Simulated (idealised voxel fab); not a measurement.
The process module presented herein is designated voxel self aligned contacts.
155 nm wide, 5 nm square cells: that's cross-section cut.
A cross-section in this document is a grid of square cells, and it is written down as bands, the top band listed before the ones below it; a band is made up of one or more rows of cells. Top height, bottom height, nm. Materials left to right, width each, nm. Single material + "throughout" = fills band edge to edge. "air" = empty. It should be noted that heights are counted from 0, beneath which the wafer as supplied is of one material throughout, and that the lowest band possesses no lower boundary but continues downward, as written in "0 -> down". The expression "30->40" gives the width at the extremes of the band, the first number at its top row of cells and the second at its bottom row, with the width changing by equal amounts from each row to the next in between. Any step labelled "no change" changed none of the cells in the cross-section. Each empty space that has no open way to the top and spans at least 8 cells appears under "closed voids" as width x height at distance, the distance counted from the left edge, all in nm. If you see something after the settings on a step's line, that's the simulator's own remark about that step. "overlay nm" on a masked step: distance the mask lay right of its planned place, negative for left.
Planned step list for the process
- 1: RECEIVE with material Si
- 2: OXIDIZE with depth nm 5
- 3: DIRECTIONAL_DEP with material polySi, thk nm 20
- 4: DIRECTIONAL_DEP with material SiN, thk nm 25
- 5: MASKED_ETCH with tone cover, mask id GATE, width nm 35, pitch nm 75, etch materials SiN, depth nm 25, overlay nm 0
- 6: MASKED_ETCH with tone cover, mask id GATE, width nm 35, pitch nm 75, etch materials polySi, depth nm 20, overlay nm 0
- 7: CONFORMAL_DEP with material SiN, thk nm 10
- 8: DIRECTIONAL_ETCH with etch materials SiN, depth nm 10
- 9: FILL_DEP with material SiO2, thk nm 15
- 10: CMP with height nm 50
- 11: DIRECTIONAL_DEP with material aC, thk nm 10
- 12: PATTERN with tone open, mask id CONTACT, material resist, width nm 60, thk nm 25, overlay nm 0
- 13: DIRECTIONAL_ETCH with etch materials aC, depth nm 10
- 14: STRIP with etch materials resist
- 15: DIRECTIONAL_ETCH with etch materials SiO2, depth nm 55
- 16: STRIP with etch materials aC
- 17: CONFORMAL_DEP with material TiN, thk nm 5
- 18: FILL_DEP with material W, thk nm 5
- 19: CMP with height nm 50
- 20: CONFORMAL_DEP with material SiCN, thk nm 5
Incoming wafer, cross-sectional view, post step 1
- 0 -> down | Si throughout
- closed voids: none
The following cross-section depicts the wafer upon conclusion of the module. Processing commenced from the starting condition illustrated above and adhered to the plan illustrated above, save for one mistake in execution
- 55 -> 50 | SiCN throughout
- 50 -> 45 | SiO2: 45, then TiN: 25, then W: 10, then TiN: 25, then SiO2: 50
- 45 -> 25 | SiO2: 10, then SiN: 55, then TiN: 5, then W: 10, then TiN: 5, then SiN: 55, then SiO2: 15
- 25 -> 20 | SiO2: 10, then SiN: 55, then TiN: 20, then SiN: 55, then SiO2: 15
- 20 -> 0 | SiCN throughout
- 0 -> -5 | SiO2 throughout
- -5 -> down | Si throughout
- closed voids: none
Where did the run depart from the plan? in deviation from the planned setting, step 3 was conducted as DIRECTIONAL_DEP with material SiCN, thk nm 20
